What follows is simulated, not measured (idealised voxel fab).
This section sets out a process module, namely voxel gate over fins.
Section shown: cut. Width: 270 nm. Cell size: 5 nm, square.
Cross-sections here: square-cell grids, written as top-down lists of bands, a band being one or more rows of cells.
Band: top and bottom heights (nm) first, top before bottom; then materials from left to right, widths in nm. "throughout" marks a sole material filling the band edge to edge. "empty" denotes empty space.
Heights are measured from 0, the level below which the as-received wafer is all one material; the lowest band has no bottom and continues downward, written as in "top 0, no bottom".
It should be noted that a width expressed as "30 to 40" varies in equal increments from row to row of cells within the band, taking the value of the first number at the top row and that of the second number at the bottom row.
Where the words "no modifications" appear for a step, the cross-section shows no cell changed by that step; every cell remained as before.
The list in "Sealed void listing" covers empty spaces of 8 cells or more that cannot reach the top through any open way, and it gives each as width x height at distance; the distance is from the left edge, and width, height and distance are in nm.
Text after the settings on a step's line: the simulator's own remark on that step.
overlay nm: mask right of planned place by this much (step with mask). Neg. = left.

Below is the list of planned process steps:
- 1: RECEIVE: material Si
- 2: CONFORMAL_DEP: material SiN, thk nm 5
- 3: PATTERN: tone cover, mask id FINS, material resist, width nm 15, pitch nm 40, thk nm 15, overlay nm 0
- 4: DIRECTIONAL_ETCH: etch materials SiN, depth nm 5
- 5: DIRECTIONAL_ETCH: etch materials Si, depth nm 30
- 6: STRIP: etch materials resist
- 7: OXIDIZE: depth nm 5
- 8: FILL_DEP: material SiO2, thk nm 10
- 9: CMP: height nm 5
- 10: SELECTIVE_ETCH: etch materials SiO2, depth nm 15
- 11: STRIP: etch materials SiN
- 12: CONFORMAL_DEP: material HfO2, thk nm 5
- 13: CONFORMAL_DEP: material TiN, thk nm 5
- 14: FILL_DEP: material W, thk nm 10
- 15: CMP: height nm 15
- 16: CONFORMAL_DEP: material SiN, thk nm 5

First of the two wafers, run per plan:

as received, after step 1:
* top 0, no bottom  Si throughout
* Sealed void listing: none

Once step 2 is through, the wafer looks like this in cross-section:
* top 5, bottom 0  SiN throughout
* Rest of section, below 0: as before.

Once step 3 is through, the wafer looks like this in cross-section:
* top 20, bottom 5  empty: 85 | resist: 15 | empty: 25 | resist: 15 | empty: 25 | resist: 15 | empty: 90
* Rest of section, below 5: as before.

Once step 4 is through, the wafer looks like this in cross-section:
* top 20, bottom 5  empty: 85 | resist: 15 | empty: 25 | resist: 15 | empty: 25 | resist: 15 | empty: 90
* top 5, bottom 0  empty: 85 | SiN: 15 | empty: 25 | SiN: 15 | empty: 25 | SiN: 15 | empty: 90
* Rest of section, below 0: as before.

Once step 5 is through, the wafer looks like this in cross-section:
* top 20, bottom 5  empty: 85 | resist: 15 | empty: 25 | resist: 15 | empty: 25 | resist: 15 | empty: 90
* top 5, bottom 0  empty: 85 | SiN: 15 | empty: 25 | SiN: 15 | empty: 25 | SiN: 15 | empty: 90
* top 0, bottom -30  empty: 85 | Si: 15 | empty: 25 | Si: 15 | empty: 25 | Si: 15 | empty: 90
* Rest of section, below -30: as before.

Once step 6 is through, the wafer looks like this in cross-section:
* top 5, bottom 0  empty: 85 | SiN: 15 | empty: 25 | SiN: 15 | empty: 25 | SiN: 15 | empty: 90
* Rest of section, below 0: as before.

Once step 7 is through, the wafer looks like this in cross-section:
* top 5, bottom 0  empty: 85 | SiN: 15 | empty: 25 | SiN: 15 | empty: 25 | SiN: 15 | empty: 90
* top 0, bottom -30  empty: 85 | SiO2: 5 | Si: 5 | SiO2: 5 | empty: 25 | SiO2: 5 | Si: 5 | SiO2: 5 | empty: 25 | SiO2: 5 | Si: 5 | SiO2: 5 | empty: 90
* top -30, bottom -35  SiO2: 90 | Si: 5 | SiO2: 35 | Si: 5 | SiO2: 35 | Si: 5 | SiO2: 95
* Rest of section, below -35: as before.

Once step 8 is through, the wafer looks like this in cross-section:
* top 15, bottom 5  SiO2 throughout
* top 5, bottom 0  SiO2: 85 | SiN: 15 | SiO2: 25 | SiN: 15 | SiO2: 25 | SiN: 15 | SiO2: 90
* top 0, bottom -35  SiO2: 90 | Si: 5 | SiO2: 35 | Si: 5 | SiO2: 35 | Si: 5 | SiO2: 95
* Rest of section, below -35: as before.

Once step 9 is through, the wafer looks like this in cross-section:
* top 5, bottom 0  SiO2: 85 | SiN: 15 | SiO2: 25 | SiN: 15 | SiO2: 25 | SiN: 15 | SiO2: 90
* Rest of section, below 0: as before.

Once step 10 is through, the wafer looks like this in cross-section:
* top 5, bottom 0  empty: 85 | SiN: 15 | empty: 25 | SiN: 15 | empty: 25 | SiN: 15 | empty: 90
* top 0, bottom -10  empty: 90 | Si: 5 | empty: 35 | Si: 5 | empty: 35 | Si: 5 | empty: 95
* Rest of section, below -10: as before.

Once step 11 is through, the wafer looks like this in cross-section:
* top 0, bottom -10  empty: 90 | Si: 5 | empty: 35 | Si: 5 | empty: 35 | Si: 5 | empty: 95
* Rest of section, below -10: as before.

Once step 12 is through, the wafer looks like this in cross-section:
* top 5, bottom 0  empty: 85 | HfO2: 15 | empty: 25 | HfO2: 15 | empty: 25 | HfO2: 15 | empty: 90
* top 0, bottom -5  empty: 85 | HfO2: 5 | Si: 5 | HfO2: 5 | empty: 25 | HfO2: 5 | Si: 5 | HfO2: 5 | empty: 25 | HfO2: 5 | Si: 5 | HfO2: 5 | empty: 90
* top -5, bottom -10  HfO2: 90 | Si: 5 | HfO2: 35 | Si: 5 | HfO2: 35 | Si: 5 | HfO2: 95
* Rest of section, below -10: as before.

Once step 13 is through, the wafer looks like this in cross-section:
* top 10, bottom 5  empty: 80 | TiN: 25 | empty: 15 | TiN: 25 | empty: 15 | TiN: 25 | empty: 85
* top 5, bottom 0  empty: 80 | TiN: 5 | HfO2: 15 | TiN: 5 | empty: 15 | TiN: 5 | HfO2: 15 | TiN: 5 | empty: 15 | TiN: 5 | HfO2: 15 | TiN: 5 | empty: 85
* top 0, bottom -5  TiN: 85 | HfO2: 5 | Si: 5 | HfO2: 5 | TiN: 25 | HfO2: 5 | Si: 5 | HfO2: 5 | TiN: 25 | HfO2: 5 | Si: 5 | HfO2: 5 | TiN: 90
* Rest of section, below -5: as before.

Once step 14 is through, the wafer looks like this in cross-section:
* top 20, bottom 10  W throughout
* top 10, bottom 5  W: 80 | TiN: 25 | W: 15 | TiN: 25 | W: 15 | TiN: 25 | W: 85
* top 5, bottom 0  W: 80 | TiN: 5 | HfO2: 15 | TiN: 5 | W: 15 | TiN: 5 | HfO2: 15 | TiN: 5 | W: 15 | TiN: 5 | HfO2: 15 | TiN: 5 | W: 85
* Rest of section, below 0: as before.

Once step 15 is through, the wafer looks like this in cross-section:
* top 15, bottom 10  W throughout
* Rest of section, below 10: as before.

Once step 16 is through, the wafer looks like this in cross-section:
* top 20, bottom 15  SiN throughout
* Rest of section, below 15: as before.

Wafer two of two - same starting point, same process plan, one mistake in execution; matches wafer one up to and including step 9:

Second wafer profile in section, at the moment step 10 of the plan was meant to be complete:
* top 5, bottom 0  empty: 85 | SiN: 15 | empty: 25 | SiN: 15 | empty: 25 | SiN: 15 | empty: 90
* top 0, bottom -25  empty: 90 | Si: 5 | empty: 35 | Si: 5 | empty: 35 | Si: 5 | empty: 95
* Rest of section, below -25: as before.

Second wafer profile in section, at the moment step 11 of the plan was meant to be complete:
* top 0, bottom -25  empty: 90 | Si: 5 | empty: 35 | Si: 5 | empty: 35 | Si: 5 | empty: 95
* Rest of section, below -25: as before.

Second wafer profile in section, at the moment step 12 of the plan was meant to be complete:
* top 5, bottom 0  empty: 85 | HfO2: 15 | empty: 25 | HfO2: 15 | empty: 25 | HfO2: 15 | empty: 90
* top 0, bottom -20  empty: 85 | HfO2: 5 | Si: 5 | HfO2: 5 | empty: 25 | HfO2: 5 | Si: 5 | HfO2: 5 | empty: 25 | HfO2: 5 | Si: 5 | HfO2: 5 | empty: 90
* top -20, bottom -25  HfO2: 90 | Si: 5 | HfO2: 35 | Si: 5 | HfO2: 35 | Si: 5 | HfO2: 95
* Rest of section, below -25: as before.

Second wafer profile in section, at the moment step 13 of the plan was meant to be complete:
* top 10, bottom 5  empty: 80 | TiN: 25 | empty: 15 | TiN: 25 | empty: 15 | TiN: 25 | empty: 85
* top 5, bottom 0  empty: 80 | TiN: 5 | HfO2: 15 | TiN: 5 | empty: 15 | TiN: 5 | HfO2: 15 | TiN: 5 | empty: 15 | TiN: 5 | HfO2: 15 | TiN: 5 | empty: 85
* top 0, bottom -15  empty: 80 | TiN: 5 | HfO2: 5 | Si: 5 | HfO2: 5 | TiN: 5 | empty: 15 | TiN: 5 | HfO2: 5 | Si: 5 | HfO2: 5 | TiN: 5 | empty: 15 | TiN: 5 | HfO2: 5 | Si: 5 | HfO2: 5 | TiN: 5 | empty: 85
* top -15, bottom -20  TiN: 85 | HfO2: 5 | Si: 5 | HfO2: 5 | TiN: 25 | HfO2: 5 | Si: 5 | HfO2: 5 | TiN: 25 | HfO2: 5 | Si: 5 | HfO2: 5 | TiN: 90
* Rest of section, below -20: as before.

Second wafer profile in section, at the moment step 14 of the plan was meant to be complete:
* top 20, bottom 10  W throughout
* top 10, bottom 5  W: 80 | TiN: 25 | W: 15 | TiN: 25 | W: 15 | TiN: 25 | W: 85
* top 5, bottom 0  W: 80 | TiN: 5 | HfO2: 15 | TiN: 5 | W: 15 | TiN: 5 | HfO2: 15 | TiN: 5 | W: 15 | TiN: 5 | HfO2: 15 | TiN: 5 | W: 85
* top 0, bottom -15  W: 80 | TiN: 5 | HfO2: 5 | Si: 5 | HfO2: 5 | TiN: 5 | W: 15 | TiN: 5 | HfO2: 5 | Si: 5 | HfO2: 5 | TiN: 5 | W: 15 | TiN: 5 | HfO2: 5 | Si: 5 | HfO2: 5 | TiN: 5 | W: 85
* Rest of section, below -15: as before.

Second wafer profile in section, at the moment step 15 of the plan was meant to be complete:
* top 15, bottom 10  W throughout
* Rest of section, below 10: as before.

Second wafer profile in section, at the moment step 16 of the plan was meant to be complete:
* top 20, bottom 15  SiN throughout
* Rest of section, below 15: as before.
Error vs. plan: step 10 from the plan got run twice
Looking at both finished wafers in cells, the second ends up ahead of or behind the first on some materials: +18 HfO2; -153 SiO2; +18 TiN; +117 W
